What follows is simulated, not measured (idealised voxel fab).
Name of the process module below: voxel tone inversion
Shown is cross-section cut, with a width of 150 nm and square cells of size 5 nm.
How to read a cross-section here: the picture is a grid of square cells, written as bands going from the top down, and any band can span one or more rows of cells.
The entry gives the band's vertical extent as a top height and a bottom height in nm, then its horizontal make-up as materials from left to right, each with a width in nm. "empty" stands for empty space; a single material marked "full width" fills the band edge to edge.
The reference from which all heights are counted is 0, the level beneath which the as-received wafer is entirely one material; the lowest band, having no lower bound, proceeds downward and is written after the example "0 nm and below".
It should be noted that a width expressed as "30->40" varies in equal increments from row to row of cells within the band, taking the value of the first number at the top row and that of the second number at the bottom row.
"no change" means the step left every cell of the cross-section as it was.
Each empty space that has no open way to the top and spans at least 8 cells appears under "Enclosed cavities" as width x height at distance, the distance counted from the left edge, all in nm.
If you see something after the settings on a step's line, that's the simulator's own remark about that step.
overlay nm: on a step with a mask, how far right of its planned place the mask lay; negative means left.
From here on the document is pairs. In a pair, the cross-section before one process step comes with the cross-section after it, and the latter goes no deeper than the lowest band that changed. What lies in between, the step and its settings, is written under the pair. A pair may be from a different run of this module on the same starting wafer than the pair above it, so it continues from that pair only where its entry headed "Pre-step condition" says so.

## Pre-step condition
* 0 nm and below | Si full width
* Enclosed cavities: none

## Post-Step Appearance
* 10 nm to 0 nm | SiN full width
* Everything below 0 is unchanged.
* Enclosed cavities: none
Name the step between the before and after sections above: CONFORMAL_DEP,material SiN,thk nm 10

Pre-step condition: The structure entering this step is exactly what the pair just above shows after its step.

## Post-Step Appearance
* 35 nm to 10 nm | aC full width
* Everything below 10 is unchanged.
* Enclosed cavities: none
Name the step between the before and after sections above: DIRECTIONAL_DEP,material aC,thk nm 25

Pre-step condition: The structure entering this step is exactly what the pair just above shows after its step.

## Post-Step Appearance
* 65 nm to 35 nm | empty 20 / resist 15 / empty 30 / resist 15 / empty 30 / resist 15 / empty 25
* Everything below 35 is unchanged.
* Enclosed cavities: none
Name the step between the before and after sections above: PATTERN,tone cover,mask id POSTS,material resist,width nm 15,pitch nm 45,thk nm 30,overlay nm 0

Pre-step condition: The structure entering this step is exactly what the pair just above shows after its step.

## Post-Step Appearance
* 40 nm to 35 nm | empty 20 / resist 15 / empty 30 / resist 15 / empty 30 / resist 15 / empty 25
* 35 nm to 10 nm | empty 20 / aC 15 / empty 30 / aC 15 / empty 30 / aC 15 / empty 25
* Everything below 10 is unchanged.
* Enclosed cavities: none
Name the step between the before and after sections above: DIRECTIONAL_ETCH,etch materials aC,depth nm 25

Pre-step condition: The structure entering this step is exactly what the pair just above shows after its step.

## Post-Step Appearance
* 35 nm to 10 nm | empty 20 / aC 15 / empty 30 / aC 15 / empty 30 / aC 15 / empty 25
* Everything below 10 is unchanged.
* Enclosed cavities: none
Name the step between the before and after sections above: STRIP,etch materials resist

Pre-step condition: The structure entering this step is exactly what the pair just above shows after its step.

## Post-Step Appearance
* 40 nm to 35 nm | SiO2 full width
* 35 nm to 10 nm | SiO2 20 / aC 15 / SiO2 30 / aC 15 / SiO2 30 / aC 15 / SiO2 25
* Everything below 10 is unchanged.
* Enclosed cavities: none
Name the step between the before and after sections above: FILL_DEP,material SiO2,thk nm 5

Pre-step condition: The structure entering this step is exactly what the pair just above shows after its step.

## Post-Step Appearance
* 35 nm to 10 nm | SiO2 20 / aC 15 / SiO2 30 / aC 15 / SiO2 30 / aC 15 / SiO2 25
* Everything below 10 is unchanged.
* Enclosed cavities: none
Name the step between the before and after sections above: CMP,height nm 35

Pre-step condition: The structure entering this step is exactly what the pair just above shows after its step.

## Post-Step Appearance
* 35 nm to 10 nm | SiO2 20 / empty 15 / SiO2 30 / empty 15 / SiO2 30 / empty 15 / SiO2 25
* Everything below 10 is unchanged.
* Enclosed cavities: none
Name the step between the before and after sections above: STRIP,etch materials aC

Pre-step condition: The structure entering this step is exactly what the pair just above shows after its step.

## Post-Step Appearance
* 40 nm to 35 nm | TiN 25 / empty 5 / TiN 40 / empty 5 / TiN 40 / empty 5 / TiN 30
* 35 nm to 15 nm | SiO2 20 / TiN 5 / empty 5 / TiN 5 / SiO2 30 / TiN 5 / empty 5 / TiN 5 / SiO2 30 / TiN 5 / empty 5 / TiN 5 / SiO2 25
* 15 nm to 10 nm | SiO2 20 / TiN 15 / SiO2 30 / TiN 15 / SiO2 30 / TiN 15 / SiO2 25
* Everything below 10 is unchanged.
* Enclosed cavities: none
Name the step between the before and after sections above: CONFORMAL_DEP,material TiN,thk nm 5

Pre-step condition: The structure entering this step is exactly what the pair just above shows after its step.

## Post-Step Appearance
* 45 nm to 40 nm | W full width
* 40 nm to 35 nm | TiN 25 / W 5 / TiN 40 / W 5 / TiN 40 / W 5 / TiN 30
* 35 nm to 15 nm | SiO2 20 / TiN 5 / W 5 / TiN 5 / SiO2 30 / TiN 5 / W 5 / TiN 5 / SiO2 30 / TiN 5 / W 5 / TiN 5 / SiO2 25
* Everything below 15 is unchanged.
* Enclosed cavities: none
Name the step between the before and after sections above: FILL_DEP,material W,thk nm 5

Pre-step condition: The structure entering this step is exactly what the pair just above shows after its step.

## Post-Step Appearance
* 35 nm to 15 nm | SiO2 20 / TiN 5 / W 5 / TiN 5 / SiO2 30 / TiN 5 / W 5 / TiN 5 / SiO2 30 / TiN 5 / W 5 / TiN 5 / SiO2 25
* Everything below 15 is unchanged.
* Enclosed cavities: none
Name the step between the before and after sections above: CMP,height nm 35

Pre-step condition: The structure entering this step is exactly what the pair just above shows after its step.

## Post-Step Appearance
* 40 nm to 35 nm | SiCN full width
* Everything below 35 is unchanged.
* Enclosed cavities: none
Name the step between the before and after sections above: CONFORMAL_DEP,material SiCN,thk nm 5

## Pre-step condition
* 40 nm to 35 nm | SiO2 full width
* 35 nm to 10 nm | SiO2 20 / aC 15 / SiO2 30 / aC 15 / SiO2 30 / aC 15 / SiO2 25
* 10 nm to 0 nm | SiN full width
* 0 nm and below | Si full width
* Enclosed cavities: none

## Post-Step Appearance
* 45 nm to 35 nm | SiO2 full width
* Everything below 35 is unchanged.
* Enclosed cavities: none
Name the step between the before and after sections above: FILL_DEP,material SiO2,thk nm 5

Pre-step condition: The structure entering this step is exactly what the pair just above shows after its step.

## Post-Step Appearance
* 35 nm to 10 nm | SiO2 20 / aC 15 / SiO2 30 / aC 15 / SiO2 30 / aC 15 / SiO2 25
* Everything below 10 is unchanged.
* Enclosed cavities: none
Name the step between the before and after sections above: CMP,height nm 35

## Pre-step condition
* 0 nm and below | Si full width
* Enclosed cavities: none

## Post-Step Appearance
* 25 nm to 0 nm | aC full width
* Everything below 0 is unchanged.
* Enclosed cavities: none
Name the step between the before and after sections above: DIRECTIONAL_DEP,material aC,thk nm 25

Pre-step condition: The structure entering this step is exactly what the pair just above shows after its step.

## Post-Step Appearance
* 35 nm to 25 nm | SiN full width
* Everything below 25 is unchanged.
* Enclosed cavities: none
Name the step between the before and after sections above: CONFORMAL_DEP,material SiN,thk nm 10

Pre-step condition: The structure entering this step is exactly what the pair just above shows after its step.

## Post-Step Appearance
* 65 nm to 35 nm | empty 20 / resist 15 / empty 30 / resist 15 / empty 30 / resist 15 / empty 25
* Everything below 35 is unchanged.
* Enclosed cavities: none
Name the step between the before and after sections above: PATTERN,tone cover,mask id POSTS,material resist,width nm 15,pitch nm 45,thk nm 30,overlay nm 0

Pre-step condition: The structure entering this step is exactly what the pair just above shows after its step.

## Post-Step Appearance
* 40 nm to 35 nm | empty 20 / resist 15 / empty 30 / resist 15 / empty 30 / resist 15 / empty 25
* Everything below 35 is unchanged.
* Enclosed cavities: none
Name the step between the before and after sections above: DIRECTIONAL_ETCH,etch materials aC,depth nm 25

Pre-step condition: The structure entering this step is exactly what the pair just above shows after its step.

## Post-Step Appearance
* 35 nm to 25 nm | SiN full width
* Everything below 25 is unchanged.
* Enclosed cavities: none
Name the step between the before and after sections above: STRIP,etch materials resist

Pre-step condition: The structure entering this step is exactly what the pair just above shows after its step.

## Post-Step Appearance
* 40 nm to 35 nm | SiO2 full width
* Everything below 35 is unchanged.
* Enclosed cavities: none
Name the step between the before and after sections above: FILL_DEP,material SiO2,thk nm 5

Pre-step condition: The structure entering this step is exactly what the pair just above shows after its step.

## Post-Step Appearance
* 35 nm to 25 nm | SiN full width
* Everything below 25 is unchanged.
* Enclosed cavities: none
Name the step between the before and after sections above: CMP,height nm 35

Pre-step condition: The structure entering this step is exactly what the pair just above shows after its step.

## Post-Step Appearance
* 40 nm to 35 nm | TiN full width
* Everything below 35 is unchanged.
* Enclosed cavities: none
Name the step between the before and after sections above: CONFORMAL_DEP,material TiN,thk nm 5

Pre-step condition: The structure entering this step is exactly what the pair just above shows after its step.

## Post-Step Appearance
* 45 nm to 40 nm | W full width
* Everything below 40 is unchanged.
* Enclosed cavities: none
Name the step between the before and after sections above: FILL_DEP,material W,thk nm 5

Pre-step condition: The structure entering this step is exactly what the pair just above shows after its step.

## Post-Step Appearance
* 35 nm to 25 nm | SiN full width
* Everything below 25 is unchanged.
* Enclosed cavities: none
Name the step between the before and after sections above: CMP,height nm 35

Pre-step condition: The structure entering this step is exactly what the pair just above shows after its step.

## Post-Step Appearance
* 40 nm to 35 nm | SiCN full width
* Everything below 35 is unchanged.
* Enclosed cavities: none
Name the step between the before and after sections above: CONFORMAL_DEP,material SiCN,thk nm 5

## Pre-step condition
* 40 nm to 35 nm | SiO2 full width
* 35 nm to 10 nm | SiO2 20 / aC 15 / SiO2 30 / aC 15 / SiO2 30 / aC 15 / SiO2 25
* 10 nm to 0 nm | SiN full width
* 0 nm and below | Si full width
* Enclosed cavities: none

## Post-Step Appearance
* 30 nm to 10 nm | SiO2 20 / aC 15 / SiO2 30 / aC 15 / SiO2 30 / aC 15 / SiO2 25
* Everything below 10 is unchanged.
* Enclosed cavities: none
Name the step between the before and after sections above: CMP,height nm 30

Pre-step condition: The structure entering this step is exactly what the pair just above shows after its step.

## Post-Step Appearance
* 30 nm to 10 nm | SiO2 20 / empty 15 / SiO2 30 / empty 15 / SiO2 30 / empty 15 / SiO2 25
* Everything below 10 is unchanged.
* Enclosed cavities: none
Name the step between the before and after sections above: STRIP,etch materials aC

Pre-step condition: The structure entering this step is exactly what the pair just above shows after its step.

## Post-Step Appearance
* 35 nm to 30 nm | TiN 25 / empty 5 / TiN 40 / empty 5 / TiN 40 / empty 5 / TiN 30
* 30 nm to 15 nm | SiO2 20 / TiN 5 / empty 5 / TiN 5 / SiO2 30 / TiN 5 / empty 5 / TiN 5 / SiO2 30 / TiN 5 / empty 5 / TiN 5 / SiO2 25
* 15 nm to 10 nm | SiO2 20 / TiN 15 / SiO2 30 / TiN 15 / SiO2 30 / TiN 15 / SiO2 25
* Everything below 10 is unchanged.
* Enclosed cavities: none
Name the step between the before and after sections above: CONFORMAL_DEP,material TiN,thk nm 5

Pre-step condition: The structure entering this step is exactly what the pair just above shows after its step.

## Post-Step Appearance
* 40 nm to 35 nm | W full width
* 35 nm to 30 nm | TiN 25 / W 5 / TiN 40 / W 5 / TiN 40 / W 5 / TiN 30
* 30 nm to 15 nm | SiO2 20 / TiN 5 / W 5 / TiN 5 / SiO2 30 / TiN 5 / W 5 / TiN 5 / SiO2 30 / TiN 5 / W 5 / TiN 5 / SiO2 25
* Everything below 15 is unchanged.
* Enclosed cavities: none
Name the step between the before and after sections above: FILL_DEP,material W,thk nm 5

Pre-step condition: The structure entering this step is exactly what the pair just above shows after its step.

## Post-Step Appearance
* 35 nm to 30 nm | TiN 25 / W 5 / TiN 40 / W 5 / TiN 40 / W 5 / TiN 30
* Everything below 30 is unchanged.
* Enclosed cavities: none
Name the step between the before and after sections above: CMP,height nm 35

Pre-step condition: The structure entering this step is exactly what the pair just above shows after its step.

## Post-Step Appearance
* 40 nm to 35 nm | SiCN full width
* Everything below 35 is unchanged.
* Enclosed cavities: none
Name the step between the before and after sections above: CONFORMAL_DEP,material SiCN,thk nm 5

## Pre-step condition
* 35 nm to 10 nm | aC full width
* 10 nm to 0 nm | SiN full width
* 0 nm and below | Si full width
* Enclosed cavities: none

## Post-Step Appearance
* 65 nm to 35 nm | empty 20 / resist 20 / empty 25 / resist 20 / empty 25 / resist 20 / empty 20
* Everything below 35 is unchanged.
* Enclosed cavities: none
Name the step between the before and after sections above: PATTERN,tone cover,mask id POSTS,material resist,width nm 20,pitch nm 45,thk nm 30,overlay nm 0

Pre-step condition: The structure entering this step is exactly what the pair just above shows after its step.

## Post-Step Appearance
* 40 nm to 35 nm | empty 20 / resist 20 / empty 25 / resist 20 / empty 25 / resist 20 / empty 20
* 35 nm to 10 nm | empty 20 / aC 20 / empty 25 / aC 20 / empty 25 / aC 20 / empty 20
* Everything below 10 is unchanged.
* Enclosed cavities: none
Name the step between the before and after sections above: DIRECTIONAL_ETCH,etch materials aC,depth nm 25

Pre-step condition: The structure entering this step is exactly what the pair just above shows after its step.

## Post-Step Appearance
* 35 nm to 10 nm | empty 20 / aC 20 / empty 25 / aC 20 / empty 25 / aC 20 / empty 20
* Everything below 10 is unchanged.
* Enclosed cavities: none
Name the step between the before and after sections above: STRIP,etch materials resist

Pre-step condition: The structure entering this step is exactly what the pair just above shows after its step.

## Post-Step Appearance
* 40 nm to 35 nm | SiO2 full width
* 35 nm to 10 nm | SiO2 20 / aC 20 / SiO2 25 / aC 20 / SiO2 25 / aC 20 / SiO2 20
* Everything below 10 is unchanged.
* Enclosed cavities: none
Name the step between the before and after sections above: FILL_DEP,material SiO2,thk nm 5

Pre-step condition: The structure entering this step is exactly what the pair just above shows after its step.

## Post-Step Appearance
* 35 nm to 10 nm | SiO2 20 / aC 20 / SiO2 25 / aC 20 / SiO2 25 / aC 20 / SiO2 20
* Everything below 10 is unchanged.
* Enclosed cavities: none
Name the step between the before and after sections above: CMP,height nm 35

Pre-step condition: The structure entering this step is exactly what the pair just above shows after its step.

## Post-Step Appearance
* 35 nm to 10 nm | SiO2 20 / empty 20 / SiO2 25 / empty 20 / SiO2 25 / empty 20 / SiO2 20
* Everything below 10 is unchanged.
* Enclosed cavities: none
Name the step between the before and after sections above: STRIP,etch materials aC

Pre-step condition: The structure entering this step is exactly what the pair just above shows after its step.

## Post-Step Appearance
* 40 nm to 35 nm | TiN 25 / empty 10 / TiN 35 / empty 10 / TiN 35 / empty 10 / TiN 25
* 35 nm to 15 nm | SiO2 20 / TiN 5 / empty 10 / TiN 5 / SiO2 25 / TiN 5 / empty 10 / TiN 5 / SiO2 25 / TiN 5 / empty 10 / TiN 5 / SiO2 20
* 15 nm to 10 nm | SiO2 20 / TiN 20 / SiO2 25 / TiN 20 / SiO2 25 / TiN 20 / SiO2 20
* Everything below 10 is unchanged.
* Enclosed cavities: none
Name the step between the before and after sections above: CONFORMAL_DEP,material TiN,thk nm 5

Pre-step condition: The structure entering this step is exactly what the pair just above shows after its step.

## Post-Step Appearance
* 45 nm to 40 nm | W full width
* 40 nm to 35 nm | TiN 25 / W 10 / TiN 35 / W 10 / TiN 35 / W 10 / TiN 25
* 35 nm to 15 nm | SiO2 20 / TiN 5 / W 10 / TiN 5 / SiO2 25 / TiN 5 / W 10 / TiN 5 / SiO2 25 / TiN 5 / W 10 / TiN 5 / SiO2 20
* Everything below 15 is unchanged.
* Enclosed cavities: none
Name the step between the before and after sections above: FILL_DEP,material W,thk nm 5

Pre-step condition: The structure entering this step is exactly what the pair just above shows after its step.

## Post-Step Appearance
* 35 nm to 15 nm | SiO2 20 / TiN 5 / W 10 / TiN 5 / SiO2 25 / TiN 5 / W 10 / TiN 5 / SiO2 25 / TiN 5 / W 10 / TiN 5 / SiO2 20
* Everything below 15 is unchanged.
* Enclosed cavities: none
Name the step between the before and after sections above: CMP,height nm 35

Pre-step condition: The structure entering this step is exactly what the pair just above shows after its step.

## Post-Step Appearance
* 40 nm to 35 nm | SiCN full width
* Everything below 35 is unchanged.
* Enclosed cavities: none
Name the step between the before and after sections above: CONFORMAL_DEP,material SiCN,thk nm 5

## Pre-step condition
* 35 nm to 10 nm | aC full width
* 10 nm to 0 nm | SiN full width
* 0 nm and below | Si full width
* Enclosed cavities: none

## Post-Step Appearance
* 65 nm to 35 nm | empty 15 / resist 15 / empty 30 / resist 15 / empty 30 / resist 15 / empty 30
* Everything below 35 is unchanged.
* Enclosed cavities: none
Name the step between the before and after sections above: PATTERN,tone cover,mask id POSTS,material resist,width nm 15,pitch nm 45,thk nm 30,overlay nm -5

Pre-step condition: The structure entering this step is exactly what the pair just above shows after its step.

## Post-Step Appearance
* 40 nm to 35 nm | empty 15 / resist 15 / empty 30 / resist 15 / empty 30 / resist 15 / empty 30
* 35 nm to 10 nm | empty 15 / aC 15 / empty 30 / aC 15 / empty 30 / aC 15 / empty 30
* Everything below 10 is unchanged.
* Enclosed cavities: none
Name the step between the before and after sections above: DIRECTIONAL_ETCH,etch materials aC,depth nm 25

Pre-step condition: The structure entering this step is exactly what the pair just above shows after its step.

## Post-Step Appearance
* 35 nm to 10 nm | empty 15 / aC 15 / empty 30 / aC 15 / empty 30 / aC 15 / empty 30
* Everything below 10 is unchanged.
* Enclosed cavities: none
Name the step between the before and after sections above: STRIP,etch materials resist

Pre-step condition: The structure entering this step is exactly what the pair just above shows after its step.

## Post-Step Appearance
* 40 nm to 35 nm | SiO2 full width
* 35 nm to 10 nm | SiO2 15 / aC 15 / SiO2 30 / aC 15 / SiO2 30 / aC 15 / SiO2 30
* Everything below 10 is unchanged.
* Enclosed cavities: none
Name the step between the before and after sections above: FILL_DEP,material SiO2,thk nm 5

Pre-step condition: The structure entering this step is exactly what the pair just above shows after its step.

## Post-Step Appearance
* 35 nm to 10 nm | SiO2 15 / aC 15 / SiO2 30 / aC 15 / SiO2 30 / aC 15 / SiO2 30
* Everything below 10 is unchanged.
* Enclosed cavities: none
Name the step between the before and after sections above: CMP,height nm 35

Pre-step condition: The structure entering this step is exactly what the pair just above shows after its step.

## Post-Step Appearance
* 35 nm to 10 nm | SiO2 15 / empty 15 / SiO2 30 / empty 15 / SiO2 30 / empty 15 / SiO2 30
* Everything below 10 is unchanged.
* Enclosed cavities: none
Name the step between the before and after sections above: STRIP,etch materials aC

Pre-step condition: The structure entering this step is exactly what the pair just above shows after its step.

## Post-Step Appearance
* 40 nm to 35 nm | TiN 20 / empty 5 / TiN 40 / empty 5 / TiN 40 / empty 5 / TiN 35
* 35 nm to 15 nm | SiO2 15 / TiN 5 / empty 5 / TiN 5 / SiO2 30 / TiN 5 / empty 5 / TiN 5 / SiO2 30 / TiN 5 / empty 5 / TiN 5 / SiO2 30
* 15 nm to 10 nm | SiO2 15 / TiN 15 / SiO2 30 / TiN 15 / SiO2 30 / TiN 15 / SiO2 30
* Everything below 10 is unchanged.
* Enclosed cavities: none
Name the step between the before and after sections above: CONFORMAL_DEP,material TiN,thk nm 5

Pre-step condition: The structure entering this step is exactly what the pair just above shows after its step.

## Post-Step Appearance
* 45 nm to 40 nm | W full width
* 40 nm to 35 nm | TiN 20 / W 5 / TiN 40 / W 5 / TiN 40 / W 5 / TiN 35
* 35 nm to 15 nm | SiO2 15 / TiN 5 / W 5 / TiN 5 / SiO2 30 / TiN 5 / W 5 / TiN 5 / SiO2 30 / TiN 5 / W 5 / TiN 5 / SiO2 30
* Everything below 15 is unchanged.
* Enclosed cavities: none
Name the step between the before and after sections above: FILL_DEP,material W,thk nm 5

Pre-step condition: The structure entering this step is exactly what the pair just above shows after its step.

## Post-Step Appearance
* 35 nm to 15 nm | SiO2 15 / TiN 5 / W 5 / TiN 5 / SiO2 30 / TiN 5 / W 5 / TiN 5 / SiO2 30 / TiN 5 / W 5 / TiN 5 / SiO2 30
* Everything below 15 is unchanged.
* Enclosed cavities: none
Name the step between the before and after sections above: CMP,height nm 35

Pre-step condition: The structure entering this step is exactly what the pair just above shows after its step.

## Post-Step Appearance
* 40 nm to 35 nm | SiCN full width
* Everything below 35 is unchanged.
* Enclosed cavities: none
Name the step between the before and after sections above: CONFORMAL_DEP,material SiCN,thk nm 5

## Pre-step condition
* 35 nm to 10 nm | empty 20 / aC 15 / empty 30 / aC 15 / empty 30 / aC 15 / empty 25
* 10 nm to 0 nm | SiN full width
* 0 nm and below | Si full width
* Enclosed cavities: none

## Post-Step Appearance
* 40 nm to 35 nm | SiCN full width
* 35 nm to 10 nm | SiCN 20 / aC 15 / SiCN 30 / aC 15 / SiCN 30 / aC 15 / SiCN 25
* Everything below 10 is unchanged.
* Enclosed cavities: none
Name the step between the before and after sections above: FILL_DEP,material SiCN,thk nm 5

Pre-step condition: The structure entering this step is exactly what the pair just above shows after its step.

## Post-Step Appearance
* 35 nm to 10 nm | SiCN 20 / aC 15 / SiCN 30 / aC 15 / SiCN 30 / aC 15 / SiCN 25
* Everything below 10 is unchanged.
* Enclosed cavities: none
Name the step between the before and after sections above: CMP,height nm 35

Pre-step condition: The structure entering this step is exactly what the pair just above shows after its step.

## Post-Step Appearance
* 35 nm to 10 nm | SiCN 20 / empty 15 / SiCN 30 / empty 15 / SiCN 30 / empty 15 / SiCN 25
* Everything below 10 is unchanged.
* Enclosed cavities: none
Name the step between the before and after sections above: STRIP,etch materials aC

Pre-step condition: The structure entering this step is exactly what the pair just above shows after its step.

## Post-Step Appearance
* 40 nm to 35 nm | TiN 25 / empty 5 / TiN 40 / empty 5 / TiN 40 / empty 5 / TiN 30
* 35 nm to 15 nm | SiCN 20 / TiN 5 / empty 5 / TiN 5 / SiCN 30 / TiN 5 / empty 5 / TiN 5 / SiCN 30 / TiN 5 / empty 5 / TiN 5 / SiCN 25
* 15 nm to 10 nm | SiCN 20 / TiN 15 / SiCN 30 / TiN 15 / SiCN 30 / TiN 15 / SiCN 25
* Everything below 10 is unchanged.
* Enclosed cavities: none
Name the step between the before and after sections above: CONFORMAL_DEP,material TiN,thk nm 5

Pre-step condition: The structure entering this step is exactly what the pair just above shows after its step.

## Post-Step Appearance
* 45 nm to 40 nm | W full width
* 40 nm to 35 nm | TiN 25 / W 5 / TiN 40 / W 5 / TiN 40 / W 5 / TiN 30
* 35 nm to 15 nm | SiCN 20 / TiN 5 / W 5 / TiN 5 / SiCN 30 / TiN 5 / W 5 / TiN 5 / SiCN 30 / TiN 5 / W 5 / TiN 5 / SiCN 25
* Everything below 15 is unchanged.
* Enclosed cavities: none
Name the step between the before and after sections above: FILL_DEP,material W,thk nm 5

Pre-step condition: The structure entering this step is exactly what the pair just above shows after its step.

## Post-Step Appearance
* 35 nm to 15 nm | SiCN 20 / TiN 5 / W 5 / TiN 5 / SiCN 30 / TiN 5 / W 5 / TiN 5 / SiCN 30 / TiN 5 / W 5 / TiN 5 / SiCN 25
* Everything below 15 is unchanged.
* Enclosed cavities: none
Name the step between the before and after sections above: CMP,height nm 35

Pre-step condition: The structure entering this step is exactly what the pair just above shows after its step.

## Post-Step Appearance
* 40 nm to 35 nm | SiCN full width
* Everything below 35 is unchanged.
* Enclosed cavities: none
Name the step between the before and after sections above: CONFORMAL_DEP,material SiCN,thk nm 5

## Pre-step condition
* 35 nm to 10 nm | aC full width
* 10 nm to 0 nm | SiN full width
* 0 nm and below | Si full width
* Enclosed cavities: none

## Post-Step Appearance
* 65 nm to 35 nm | resist 20 / empty 15 / resist 30 / empty 15 / resist 30 / empty 15 / resist 25
* Everything below 35 is unchanged.
* Enclosed cavities: none
Name the step between the before and after sections above: PATTERN,tone open,mask id POSTS,material resist,width nm 15,pitch nm 45,thk nm 30,overlay nm 0

Pre-step condition: The structure entering this step is exactly what the pair just above shows after its step.

## Post-Step Appearance
* 40 nm to 35 nm | resist 20 / empty 15 / resist 30 / empty 15 / resist 30 / empty 15 / resist 25
* 35 nm to 10 nm | aC 20 / empty 15 / aC 30 / empty 15 / aC 30 / empty 15 / aC 25
* Everything below 10 is unchanged.
* Enclosed cavities: none
Name the step between the before and after sections above: DIRECTIONAL_ETCH,etch materials aC,depth nm 25

Pre-step condition: The structure entering this step is exactly what the pair just above shows after its step.

## Post-Step Appearance
* 35 nm to 10 nm | aC 20 / empty 15 / aC 30 / empty 15 / aC 30 / empty 15 / aC 25
* Everything below 10 is unchanged.
* Enclosed cavities: none
Name the step between the before and after sections above: STRIP,etch materials resist

Pre-step condition: The structure entering this step is exactly what the pair just above shows after its step.

## Post-Step Appearance
* 40 nm to 35 nm | SiO2 full width
* 35 nm to 10 nm | aC 20 / SiO2 15 / aC 30 / SiO2 15 / aC 30 / SiO2 15 / aC 25
* Everything below 10 is unchanged.
* Enclosed cavities: none
Name the step between the before and after sections above: FILL_DEP,material SiO2,thk nm 5

Pre-step condition: The structure entering this step is exactly what the pair just above shows after its step.

## Post-Step Appearance
* 35 nm to 10 nm | aC 20 / SiO2 15 / aC 30 / SiO2 15 / aC 30 / SiO2 15 / aC 25
* Everything below 10 is unchanged.
* Enclosed cavities: none
Name the step between the before and after sections above: CMP,height nm 35

Pre-step condition: The structure entering this step is exactly what the pair just above shows after its step.

## Post-Step Appearance
* 35 nm to 10 nm | empty 20 / SiO2 15 / empty 30 / SiO2 15 / empty 30 / SiO2 15 / empty 25
* Everything below 10 is unchanged.
* Enclosed cavities: none
Name the step between the before and after sections above: STRIP,etch materials aC

Pre-step condition: The structure entering this step is exactly what the pair just above shows after its step.

## Post-Step Appearance
* 40 nm to 35 nm | empty 15 / TiN 25 / empty 20 / TiN 25 / empty 20 / TiN 25 / empty 20
* 35 nm to 15 nm | empty 15 / TiN 5 / SiO2 15 / TiN 5 / empty 20 / TiN 5 / SiO2 15 / TiN 5 / empty 20 / TiN 5 / SiO2 15 / TiN 5 / empty 20
* 15 nm to 10 nm | TiN 20 / SiO2 15 / TiN 30 / SiO2 15 / TiN 30 / SiO2 15 / TiN 25
* Everything below 10 is unchanged.
* Enclosed cavities: none
Name the step between the before and after sections above: CONFORMAL_DEP,material TiN,thk nm 5

Pre-step condition: The structure entering this step is exactly what the pair just above shows after its step.

## Post-Step Appearance
* 45 nm to 40 nm | W full width
* 40 nm to 35 nm | W 15 / TiN 25 / W 20 / TiN 25 / W 20 / TiN 25 / W 20
* 35 nm to 15 nm | W 15 / TiN 5 / SiO2 15 / TiN 5 / W 20 / TiN 5 / SiO2 15 / TiN 5 / W 20 / TiN 5 / SiO2 15 / TiN 5 / W 20
* Everything below 15 is unchanged.
* Enclosed cavities: none
Name the step between the before and after sections above: FILL_DEP,material W,thk nm 5

Pre-step condition: The structure entering this step is exactly what the pair just above shows after its step.

## Post-Step Appearance
* 35 nm to 15 nm | W 15 / TiN 5 / SiO2 15 / TiN 5 / W 20 / TiN 5 / SiO2 15 / TiN 5 / W 20 / TiN 5 / SiO2 15 / TiN 5 / W 20
* Everything below 15 is unchanged.
* Enclosed cavities: none
Name the step between the before and after sections above: CMP,height nm 35

Pre-step condition: The structure entering this step is exactly what the pair just above shows after its step.

## Post-Step Appearance
* 40 nm to 35 nm | SiCN full width
* Everything below 35 is unchanged.
* Enclosed cavities: none
Name the step between the before and after sections above: CONFORMAL_DEP,material SiCN,thk nm 5
